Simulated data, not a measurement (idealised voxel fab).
process module | voxel wiring stack
cross-section cut | 235 nm wide | cells 5 nm
A cross-section is a grid of square cells, given in bands from the top down. A band is one or more rows of cells.
Each band's line starts with the height of the band's top and of its bottom, in nm. Then come its materials from left to right, each with its width in nm. One material with "throughout" fills the band from edge to edge. "air" is empty space.
Height 0 is the level under which the wafer as received is all one material. The lowest band goes on downwards, as in "0 down".
A width such as "30 to 40" changes by the same amount from each row of cells to the next, from the band's top row to its bottom row.
"no change" after a step means that no cell of the cross-section changed.
closed voids: empty space of 8 cells or more with no open way to the top, each as width x height at its distance from the left edge, in nm
after a step's settings: what the simulator itself notes on the step
overlay nm, on a step with a mask: how far to the right of its planned place the mask lay; to the left if negative
plan
1 op RECEIVE | material Si
2 op CONFORMAL_DEP | material SiO2 | thk nm 10
3 op CONFORMAL_DEP | material SiCN | thk nm 5
4 op DIRECTIONAL_DEP | material lowk | thk nm 20
5 op DIRECTIONAL_DEP | material aC | thk nm 10
6 op PATTERN | tone open | mask id METAL_1 | material resist | width nm 20 | pitch nm 40 | thk nm 30 | overlay nm 0
7 op DIRECTIONAL_ETCH | etch materials aC | depth nm 10
8 op STRIP | etch materials resist
9 op DIRECTIONAL_ETCH | etch materials lowk | depth nm 20
10 op DIRECTIONAL_ETCH | etch materials SiCN | depth nm 5
11 op STRIP | etch materials aC
12 op CONFORMAL_DEP | material TiN | thk nm 5
13 op FILL_DEP | material Cu | thk nm 5
14 op CMP | height nm 35
15 op CONFORMAL_DEP | material SiCN | thk nm 5
16 op DIRECTIONAL_DEP | material lowk | thk nm 30
17 op MASKED_ETCH | tone open | mask id METAL_2_HOLES | width nm 15 | pitch nm 40 | etch materials lowk | depth nm 30 | overlay nm 0
18 op MASKED_ETCH | tone open | mask id METAL_2 | width nm 20 | pitch nm 40 | etch materials lowk | depth nm 20 | overlay nm 0
19 op MASKED_ETCH | tone open | mask id METAL_2 | width nm 20 | pitch nm 40 | etch materials SiCN | depth nm 5 | overlay nm 0
20 op CONFORMAL_DEP | material TiN | thk nm 5
21 op FILL_DEP | material Ru | thk nm 10
22 op CMP | height nm 70
23 op CONFORMAL_DEP | material SiCN | thk nm 5
as received, after step 1
  0 down: Si throughout
  closed voids: none
first wafer at the end, as planned
  75 to 70: SiCN throughout
  70 to 55: lowk 85 | TiN 5 | Ru 10 | TiN 5 | lowk 20 | TiN 5 | Ru 10 | TiN 5 | lowk 90
  55 to 50: lowk 85 | TiN 5 | Ru 5 | TiN 10 | lowk 20 | TiN 5 | Ru 5 | TiN 10 | lowk 90
  50 to 40: lowk 85 | TiN 5 | Ru 5 | TiN 5 | lowk 25 | TiN 5 | Ru 5 | TiN 5 | lowk 95
  40 to 35: SiCN 85 | TiN 15 | SiCN 25 | TiN 15 | SiCN 95
  35 to 15: lowk 85 | TiN 5 | Cu 10 | TiN 5 | lowk 20 | TiN 5 | Cu 10 | TiN 5 | lowk 90
  15 to 10: SiCN 85 | TiN 20 | SiCN 20 | TiN 20 | SiCN 90
  10 to 0: SiO2 throughout
  0 down: Si throughout
  closed voids: none
second wafer at the end: like start, like plan, one mistake
  75 to 70: SiCN throughout
  70 to 55: lowk 85 | TiN 5 | Ru 5 | TiN 5 | lowk 25 | TiN 5 | Ru 5 | TiN 5 | lowk 95
  55 to 50: lowk 85 | TiN 15 | lowk 25 | TiN 15 | lowk 95
  50 to 40: lowk throughout
  40 to 35: SiCN throughout
  35 to 15: lowk 85 | TiN 5 | Cu 10 | TiN 5 | lowk 20 | TiN 5 | Cu 10 | TiN 5 | lowk 90
  15 to 10: SiCN 85 | TiN 20 | SiCN 20 | TiN 20 | SiCN 90
  10 to 0: SiO2 throughout
  0 down: Si throughout
  closed voids: none
what went wrong: step 16 was run twice
at the end the second wafer has, in cells: 12 fewer of Ru | 6 more of SiCN | 14 fewer of TiN | 20 more of lowk
